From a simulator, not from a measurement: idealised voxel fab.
Name of the process module below: voxel self aligned contacts
Shown is cross-section cut, with a width of 170 nm and square cells of size 5 nm.
A cross-section in this document is a grid of square cells, and it is written down as bands, the top band listed before the ones below it; a band is made up of one or more rows of cells. First you get the band's top height and its bottom height, in nm, and then the materials it's made of, left to right, with each width in nm. If you see a single material with "edge to edge", that one covers the band edge to edge. "empty" is empty space. Heights are reckoned from 0. Under this level, the received wafer is all of one material. The bottommost band is open-ended downward, for example "from 0 down". A two-number width, for instance "30..40", indicates that the width is equal to the first number in the top row of the band and to the second number in the bottom row, and that it changes by a constant amount per row of cells. The designation "nothing different", where it is given for a processing step, indicates that no cell of the cross-section was altered in the course of that step. "Closed void entries" specifies each empty space that is not open to the top and that occupies no fewer than 8 cells, using the form width x height at distance, the distance measured from the left edge and all three quantities in nm. Whatever follows a step's settings on its line is a remark the simulator itself makes about that step. What "overlay nm" on a step's line means: if the step has a mask, that mask lay this far to the right of its planned place, or, when the value is negative, to the left.
This section lists the process steps that were planned
1,RECEIVE | material Si
2,OXIDIZE | depth nm 5
3,DIRECTIONAL_DEP | material polySi | thk nm 20
4,DIRECTIONAL_DEP | material SiN | thk nm 15
5,DIRECTIONAL_DEP | material aC | thk nm 10
6,PATTERN | tone cover | mask id GATE | material resist | width nm 35 | pitch nm 65 | thk nm 25 | overlay nm 0
7,DIRECTIONAL_ETCH | etch materials aC | depth nm 10
8,STRIP | etch materials resist
9,DIRECTIONAL_ETCH | etch materials SiN | depth nm 15
10,DIRECTIONAL_ETCH | etch materials polySi | depth nm 20
11,STRIP | etch materials aC
12,CONFORMAL_DEP | material SiN | thk nm 5
13,DIRECTIONAL_ETCH | etch materials SiN | depth nm 5
14,FILL_DEP | material SiO2 | thk nm 15
15,CMP | height nm 40
16,DIRECTIONAL_DEP | material aC | thk nm 15
17,PATTERN | tone open | mask id CONTACT | material resist | width nm 50 | thk nm 30 | overlay nm 0
18,DIRECTIONAL_ETCH | etch materials aC | depth nm 15
19,STRIP | etch materials resist
20,DIRECTIONAL_ETCH | etch materials SiO2 | depth nm 45
21,STRIP | etch materials aC
22,CONFORMAL_DEP | material TiN | thk nm 5
23,FILL_DEP | material W | thk nm 10
24,CMP | height nm 40
25,CONFORMAL_DEP | material SiCN | thk nm 5
The first of two wafers, run as planned
Incoming wafer in cross-section (state: after step 1)
  from 0 down = Si edge to edge
  Closed void entries: none
The wafer, seen in cross-section, after step 2
  from 0 to -5 = SiO2 edge to edge
  At heights below -5, the structure remains unaltered.
The wafer, seen in cross-section, after step 3
  from 20 to 0 = polySi edge to edge
  At heights below 0, the structure remains unaltered.
The wafer, seen in cross-section, after step 4
  from 35 to 20 = SiN edge to edge
  At heights below 20, the structure remains unaltered.
The wafer, seen in cross-section, after step 5
  from 45 to 35 = aC edge to edge
  At heights below 35, the structure remains unaltered.
The wafer, seen in cross-section, after step 6
  from 70 to 45 = empty: 35, then resist: 35, then empty: 30, then resist: 35, then empty: 35
  At heights below 45, the structure remains unaltered.
The wafer, seen in cross-section, after step 7
  from 60 to 45 = empty: 35, then resist: 35, then empty: 30, then resist: 35, then empty: 35
  from 45 to 35 = empty: 35, then aC: 35, then empty: 30, then aC: 35, then empty: 35
  At heights below 35, the structure remains unaltered.
The wafer, seen in cross-section, after step 8
  from 45 to 35 = empty: 35, then aC: 35, then empty: 30, then aC: 35, then empty: 35
  At heights below 35, the structure remains unaltered.
The wafer, seen in cross-section, after step 9
  from 45 to 35 = empty: 35, then aC: 35, then empty: 30, then aC: 35, then empty: 35
  from 35 to 20 = empty: 35, then SiN: 35, then empty: 30, then SiN: 35, then empty: 35
  At heights below 20, the structure remains unaltered.
The wafer, seen in cross-section, after step 10
  from 45 to 35 = empty: 35, then aC: 35, then empty: 30, then aC: 35, then empty: 35
  from 35 to 20 = empty: 35, then SiN: 35, then empty: 30, then SiN: 35, then empty: 35
  from 20 to 0 = empty: 35, then polySi: 35, then empty: 30, then polySi: 35, then empty: 35
  At heights below 0, the structure remains unaltered.
The wafer, seen in cross-section, after step 11
  from 35 to 20 = empty: 35, then SiN: 35, then empty: 30, then SiN: 35, then empty: 35
  At heights below 20, the structure remains unaltered.
The wafer, seen in cross-section, after step 12
  from 40 to 20 = empty: 30, then SiN: 45, then empty: 20, then SiN: 45, then empty: 30
  from 20 to 5 = empty: 30, then SiN: 5, then polySi: 35, then SiN: 5, then empty: 20, then SiN: 5, then polySi: 35, then SiN: 5, then empty: 30
  from 5 to 0 = SiN: 35, then polySi: 35, then SiN: 30, then polySi: 35, then SiN: 35
  At heights below 0, the structure remains unaltered.
The wafer, seen in cross-section, after step 13
  from 35 to 20 = empty: 30, then SiN: 45, then empty: 20, then SiN: 45, then empty: 30
  from 20 to 0 = empty: 30, then SiN: 5, then polySi: 35, then SiN: 5, then empty: 20, then SiN: 5, then polySi: 35, then SiN: 5, then empty: 30
  At heights below 0, the structure remains unaltered.
The wafer, seen in cross-section, after step 14
  from 50 to 35 = SiO2 edge to edge
  from 35 to 20 = SiO2: 30, then SiN: 45, then SiO2: 20, then SiN: 45, then SiO2: 30
  from 20 to 0 = SiO2: 30, then SiN: 5, then polySi: 35, then SiN: 5, then SiO2: 20, then SiN: 5, then polySi: 35, then SiN: 5, then SiO2: 30
  At heights below 0, the structure remains unaltered.
The wafer, seen in cross-section, after step 15
  from 40 to 35 = SiO2 edge to edge
  At heights below 35, the structure remains unaltered.
The wafer, seen in cross-section, after step 16
  from 55 to 40 = aC edge to edge
  At heights below 40, the structure remains unaltered.
The wafer, seen in cross-section, after step 17
  from 85 to 55 = resist: 60, then empty: 50, then resist: 60
  At heights below 55, the structure remains unaltered.
The wafer, seen in cross-section, after step 18
  from 70 to 55 = resist: 60, then empty: 50, then resist: 60
  from 55 to 40 = aC: 60, then empty: 50, then aC: 60
  At heights below 40, the structure remains unaltered.
The wafer, seen in cross-section, after step 19
  from 55 to 40 = aC: 60, then empty: 50, then aC: 60
  At heights below 40, the structure remains unaltered.
The wafer, seen in cross-section, after step 20
  from 55 to 40 = aC: 60, then empty: 50, then aC: 60
  from 40 to 35 = SiO2: 60, then empty: 50, then SiO2: 60
  from 35 to 20 = SiO2: 30, then SiN: 45, then empty: 20, then SiN: 45, then SiO2: 30
  from 20 to 0 = SiO2: 30, then SiN: 5, then polySi: 35, then SiN: 5, then empty: 20, then SiN: 5, then polySi: 35, then SiN: 5, then SiO2: 30
  from 0 to -5 = SiO2: 75, then empty: 20, then SiO2: 75
  At heights below -5, the structure remains unaltered.
The wafer, seen in cross-section, after step 21
  from 40 to 35 = SiO2: 60, then empty: 50, then SiO2: 60
  At heights below 35, the structure remains unaltered.
The wafer, seen in cross-section, after step 22
  from 45 to 40 = TiN: 65, then empty: 40, then TiN: 65
  from 40 to 35 = SiO2: 60, then TiN: 20, then empty: 10, then TiN: 20, then SiO2: 60
  from 35 to 20 = SiO2: 30, then SiN: 45, then TiN: 5, then empty: 10, then TiN: 5, then SiN: 45, then SiO2: 30
  from 20 to 0 = SiO2: 30, then SiN: 5, then polySi: 35, then SiN: 5, then TiN: 5, then empty: 10, then TiN: 5, then SiN: 5, then polySi: 35, then SiN: 5, then SiO2: 30
  from 0 to -5 = SiO2: 75, then TiN: 20, then SiO2: 75
  At heights below -5, the structure remains unaltered.
The wafer, seen in cross-section, after step 23
  from 55 to 45 = W edge to edge
  from 45 to 40 = TiN: 65, then W: 40, then TiN: 65
  from 40 to 35 = SiO2: 60, then TiN: 20, then W: 10, then TiN: 20, then SiO2: 60
  from 35 to 20 = SiO2: 30, then SiN: 45, then TiN: 5, then W: 10, then TiN: 5, then SiN: 45, then SiO2: 30
  from 20 to 0 = SiO2: 30, then SiN: 5, then polySi: 35, then SiN: 5, then TiN: 5, then W: 10, then TiN: 5, then SiN: 5, then polySi: 35, then SiN: 5, then SiO2: 30
  At heights below 0, the structure remains unaltered.
The wafer, seen in cross-section, after step 24
  from 40 to 35 = SiO2: 60, then TiN: 20, then W: 10, then TiN: 20, then SiO2: 60
  At heights below 35, the structure remains unaltered.
The wafer, seen in cross-section, after step 25
  from 45 to 40 = SiCN edge to edge
  At heights below 40, the structure remains unaltered.
Second Wafer (Identical Start and Plan, One Processing Error; Matches First Wafer Through Step 13)
Second wafer, cut view, end of step 14 per plan
  from 50 to 35 = polySi edge to edge
  from 35 to 20 = polySi: 30, then SiN: 45, then polySi: 20, then SiN: 45, then polySi: 30
  from 20 to 0 = polySi: 30, then SiN: 5, then polySi: 35, then SiN: 5, then polySi: 20, then SiN: 5, then polySi: 35, then SiN: 5, then polySi: 30
  At heights below 0, the structure remains unaltered.
Second wafer, cut view, end of step 15 per plan
  from 40 to 35 = polySi edge to edge
  At heights below 35, the structure remains unaltered.
Second wafer, cut view, end of step 16 per plan
  from 55 to 40 = aC edge to edge
  At heights below 40, the structure remains unaltered.
Second wafer, cut view, end of step 17 per plan
  from 85 to 55 = resist: 60, then empty: 50, then resist: 60
  At heights below 55, the structure remains unaltered.
Second wafer, cut view, end of step 18 per plan
  from 70 to 55 = resist: 60, then empty: 50, then resist: 60
  from 55 to 40 = aC: 60, then empty: 50, then aC: 60
  At heights below 40, the structure remains unaltered.
Second wafer, cut view, end of step 19 per plan
  from 55 to 40 = aC: 60, then empty: 50, then aC: 60
  At heights below 40, the structure remains unaltered.
Second wafer, cut view, end of step 20 per plan: nothing different
Second wafer, cut view, end of step 21 per plan
  from 40 to 35 = polySi edge to edge
  At heights below 35, the structure remains unaltered.
Second wafer, cut view, end of step 22 per plan
  from 45 to 40 = TiN edge to edge
  At heights below 40, the structure remains unaltered.
Second wafer, cut view, end of step 23 per plan
  from 55 to 45 = W edge to edge
  At heights below 45, the structure remains unaltered.
Second wafer, cut view, end of step 24 per plan
  from 40 to 35 = polySi edge to edge
  At heights below 35, the structure remains unaltered.
Second wafer, cut view, end of step 25 per plan
  from 45 to 40 = SiCN edge to edge
  At heights below 40, the structure remains unaltered.
The plan and the run diverged here: planned and actual differ for step 14; actual: FILL_DEP | material polySi | thk nm 15
Count the cells at the end and the second wafer has more or fewer of some materials than the first: 104 fewer of SiO2; 26 fewer of TiN; 16 fewer of W; 146 more of polySi
